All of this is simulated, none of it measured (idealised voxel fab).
process module | voxel self aligned vias
cross-section cut | 245 nm wide | cells 5 nm
A cross-section is a grid of square cells, given in bands from the top down. A band is one or more rows of cells.
Each band's line starts with the height of the band's top and of its bottom, in nm. Then come its materials from left to right, each with its width in nm. One material with "throughout" fills the band from edge to edge. "air" is empty space.
Height 0 is the level under which the wafer as received is all one material. The lowest band goes on downwards, as in "0 down".
A width such as "30 to 40" changes by the same amount from each row of cells to the next, from the band's top row to its bottom row.
"no change" after a step means that no cell of the cross-section changed.
closed voids: empty space of 8 cells or more with no open way to the top, each as width x height at its distance from the left edge, in nm
after a step's settings: what the simulator itself notes on the step
overlay nm, on a step with a mask: how far to the right of its planned place the mask lay; to the left if negative
plan
1 op RECEIVE | material Si
2 op CONFORMAL_DEP | material SiO2 | thk nm 15
3 op CONFORMAL_DEP | material SiCN | thk nm 5
4 op DIRECTIONAL_DEP | material lowk | thk nm 25
5 op DIRECTIONAL_DEP | material aC | thk nm 15
6 op PATTERN | tone open | mask id LINES | material resist | width nm 20 | pitch nm 70 | thk nm 30 | overlay nm 0
7 op DIRECTIONAL_ETCH | etch materials aC | depth nm 15
8 op STRIP | etch materials resist
9 op DIRECTIONAL_ETCH | etch materials lowk | depth nm 25
10 op STRIP | etch materials aC
11 op CONFORMAL_DEP | material TiN | thk nm 5
12 op FILL_DEP | material W | thk nm 10
13 op CMP | height nm 45
14 op SELECTIVE_ETCH | etch materials W Ru TiN | depth nm 10
15 op FILL_DEP | material SiN | thk nm 5
16 op CMP | height nm 45
17 op DIRECTIONAL_DEP | material lowk | thk nm 20
18 op DIRECTIONAL_DEP | material aC | thk nm 15
19 op PATTERN | tone open | mask id VIAS | material resist | width nm 40 | pitch nm 70 | thk nm 35 | overlay nm 0
20 op DIRECTIONAL_ETCH | etch materials aC | depth nm 15
21 op STRIP | etch materials resist
22 op DIRECTIONAL_ETCH | etch materials lowk | depth nm 20
23 op DIRECTIONAL_ETCH | etch materials SiN | depth nm 10
24 op STRIP | etch materials aC
25 op CONFORMAL_DEP | material TiN | thk nm 5
26 op FILL_DEP | material Cu | thk nm 5
27 op CMP | height nm 65
28 op CONFORMAL_DEP | material SiCN | thk nm 5
first wafer, as planned
as received, after step 1
  0 down: Si throughout
  closed voids: none
after step 2
  15 to 0: SiO2 throughout
  below 0: unchanged
after step 3
  20 to 15: SiCN throughout
  below 15: unchanged
after step 4
  45 to 20: lowk throughout
  below 20: unchanged
after step 5
  60 to 45: aC throughout
  below 45: unchanged
after step 6
  90 to 60: resist 40 | air 20 | resist 50 | air 20 | resist 50 | air 20 | resist 45
  below 60: unchanged
after step 7
  75 to 60: resist 40 | air 20 | resist 50 | air 20 | resist 50 | air 20 | resist 45
  60 to 45: aC 40 | air 20 | aC 50 | air 20 | aC 50 | air 20 | aC 45
  below 45: unchanged
after step 8
  60 to 45: aC 40 | air 20 | aC 50 | air 20 | aC 50 | air 20 | aC 45
  below 45: unchanged
after step 9
  60 to 45: aC 40 | air 20 | aC 50 | air 20 | aC 50 | air 20 | aC 45
  45 to 20: lowk 40 | air 20 | lowk 50 | air 20 | lowk 50 | air 20 | lowk 45
  below 20: unchanged
after step 10
  45 to 20: lowk 40 | air 20 | lowk 50 | air 20 | lowk 50 | air 20 | lowk 45
  below 20: unchanged
after step 11
  50 to 45: TiN 45 | air 10 | TiN 60 | air 10 | TiN 60 | air 10 | TiN 50
  45 to 25: lowk 40 | TiN 5 | air 10 | TiN 5 | lowk 50 | TiN 5 | air 10 | TiN 5 | lowk 50 | TiN 5 | air 10 | TiN 5 | lowk 45
  25 to 20: lowk 40 | TiN 20 | lowk 50 | TiN 20 | lowk 50 | TiN 20 | lowk 45
  below 20: unchanged
after step 12
  60 to 50: W throughout
  50 to 45: TiN 45 | W 10 | TiN 60 | W 10 | TiN 60 | W 10 | TiN 50
  45 to 25: lowk 40 | TiN 5 | W 10 | TiN 5 | lowk 50 | TiN 5 | W 10 | TiN 5 | lowk 50 | TiN 5 | W 10 | TiN 5 | lowk 45
  below 25: unchanged
after step 13
  45 to 25: lowk 40 | TiN 5 | W 10 | TiN 5 | lowk 50 | TiN 5 | W 10 | TiN 5 | lowk 50 | TiN 5 | W 10 | TiN 5 | lowk 45
  below 25: unchanged
after step 14
  45 to 35: lowk 40 | air 20 | lowk 50 | air 20 | lowk 50 | air 20 | lowk 45
  below 35: unchanged
after step 15
  50 to 45: SiN throughout
  45 to 35: lowk 40 | SiN 20 | lowk 50 | SiN 20 | lowk 50 | SiN 20 | lowk 45
  below 35: unchanged
after step 16
  45 to 35: lowk 40 | SiN 20 | lowk 50 | SiN 20 | lowk 50 | SiN 20 | lowk 45
  below 35: unchanged
after step 17
  65 to 45: lowk throughout
  below 45: unchanged
after step 18
  80 to 65: aC throughout
  below 65: unchanged
after step 19
  115 to 80: resist 30 | air 40 | resist 30 | air 40 | resist 30 | air 40 | resist 35
  below 80: unchanged
after step 20
  100 to 80: resist 30 | air 40 | resist 30 | air 40 | resist 30 | air 40 | resist 35
  80 to 65: aC 30 | air 40 | aC 30 | air 40 | aC 30 | air 40 | aC 35
  below 65: unchanged
after step 21
  80 to 65: aC 30 | air 40 | aC 30 | air 40 | aC 30 | air 40 | aC 35
  below 65: unchanged
after step 22
  80 to 65: aC 30 | air 40 | aC 30 | air 40 | aC 30 | air 40 | aC 35
  65 to 45: lowk 30 | air 40 | lowk 30 | air 40 | lowk 30 | air 40 | lowk 35
  below 45: unchanged
after step 23
  80 to 65: aC 30 | air 40 | aC 30 | air 40 | aC 30 | air 40 | aC 35
  65 to 45: lowk 30 | air 40 | lowk 30 | air 40 | lowk 30 | air 40 | lowk 35
  45 to 35: lowk 40 | air 20 | lowk 50 | air 20 | lowk 50 | air 20 | lowk 45
  below 35: unchanged
after step 24
  65 to 45: lowk 30 | air 40 | lowk 30 | air 40 | lowk 30 | air 40 | lowk 35
  below 45: unchanged
after step 25
  70 to 65: TiN 35 | air 30 | TiN 40 | air 30 | TiN 40 | air 30 | TiN 40
  65 to 50: lowk 30 | TiN 5 | air 30 | TiN 5 | lowk 30 | TiN 5 | air 30 | TiN 5 | lowk 30 | TiN 5 | air 30 | TiN 5 | lowk 35
  50 to 40: lowk 30 to 40 | TiN 15 to 5 | air 10 | TiN 15 to 5 | lowk 30 to 50 | TiN 15 to 5 | air 10 | TiN 15 to 5 | lowk 30 to 50 | TiN 15 to 5 | air 10 | TiN 15 to 5 | lowk 35 to 45
  40 to 35: lowk 40 | TiN 20 | lowk 50 | TiN 20 | lowk 50 | TiN 20 | lowk 45
  below 35: unchanged
after step 26
  75 to 70: Cu throughout
  70 to 65: TiN 35 | Cu 30 | TiN 40 | Cu 30 | TiN 40 | Cu 30 | TiN 40
  65 to 50: lowk 30 | TiN 5 | Cu 30 | TiN 5 | lowk 30 | TiN 5 | Cu 30 | TiN 5 | lowk 30 | TiN 5 | Cu 30 | TiN 5 | lowk 35
  50 to 40: lowk 30 to 40 | TiN 15 to 5 | Cu 10 | TiN 15 to 5 | lowk 30 to 50 | TiN 15 to 5 | Cu 10 | TiN 15 to 5 | lowk 30 to 50 | TiN 15 to 5 | Cu 10 | TiN 15 to 5 | lowk 35 to 45
  below 40: unchanged
after step 27
  65 to 50: lowk 30 | TiN 5 | Cu 30 | TiN 5 | lowk 30 | TiN 5 | Cu 30 | TiN 5 | lowk 30 | TiN 5 | Cu 30 | TiN 5 | lowk 35
  below 50: unchanged
after step 28
  70 to 65: SiCN throughout
  below 65: unchanged
second wafer: like start, like plan, one mistake. Through step 21 it matches the first wafer
when step 22 should have ended
  80 to 65: aC 30 | air 40 | aC 30 | air 40 | aC 30 | air 40 | aC 35
  65 to 45: lowk 30 | air 40 | lowk 30 | air 40 | lowk 30 | air 40 | lowk 35
  45 to 35: lowk 30 | air 10 | SiN 20 | air 10 | lowk 30 | air 10 | SiN 20 | air 10 | lowk 30 | air 10 | SiN 20 | air 10 | lowk 35
  35 to 25: lowk 30 | air 10 | TiN 5 | W 10 | TiN 5 | air 10 | lowk 30 | air 10 | TiN 5 | W 10 | TiN 5 | air 10 | lowk 30 | air 10 | TiN 5 | W 10 | TiN 5 | air 10 | lowk 35
  below 25: unchanged
when step 23 should have ended
  80 to 65: aC 30 | air 40 | aC 30 | air 40 | aC 30 | air 40 | aC 35
  65 to 35: lowk 30 | air 40 | lowk 30 | air 40 | lowk 30 | air 40 | lowk 35
  below 35: unchanged
when step 24 should have ended
  65 to 35: lowk 30 | air 40 | lowk 30 | air 40 | lowk 30 | air 40 | lowk 35
  below 35: unchanged
when step 25 should have ended
  70 to 65: TiN 35 | air 30 | TiN 40 | air 30 | TiN 40 | air 30 | TiN 40
  65 to 40: lowk 30 | TiN 5 | air 30 | TiN 5 | lowk 30 | TiN 5 | air 30 | TiN 5 | lowk 30 | TiN 5 | air 30 | TiN 5 | lowk 35
  40 to 35: lowk 30 | TiN 40 | lowk 30 | TiN 40 | lowk 30 | TiN 40 | lowk 35
  35 to 25: lowk 30 | TiN 15 | W 10 | TiN 15 | lowk 30 | TiN 15 | W 10 | TiN 15 | lowk 30 | TiN 15 | W 10 | TiN 15 | lowk 35
  below 25: unchanged
when step 26 should have ended
  75 to 70: Cu throughout
  70 to 65: TiN 35 | Cu 30 | TiN 40 | Cu 30 | TiN 40 | Cu 30 | TiN 40
  65 to 40: lowk 30 | TiN 5 | Cu 30 | TiN 5 | lowk 30 | TiN 5 | Cu 30 | TiN 5 | lowk 30 | TiN 5 | Cu 30 | TiN 5 | lowk 35
  below 40: unchanged
when step 27 should have ended
  65 to 40: lowk 30 | TiN 5 | Cu 30 | TiN 5 | lowk 30 | TiN 5 | Cu 30 | TiN 5 | lowk 30 | TiN 5 | Cu 30 | TiN 5 | lowk 35
  below 40: unchanged
when step 28 should have ended
  70 to 65: SiCN throughout
  below 65: unchanged
what went wrong: step 22 was run twice
at the end the second wafer has, in cells: 24 more of Cu | 24 more of TiN | 48 fewer of lowk
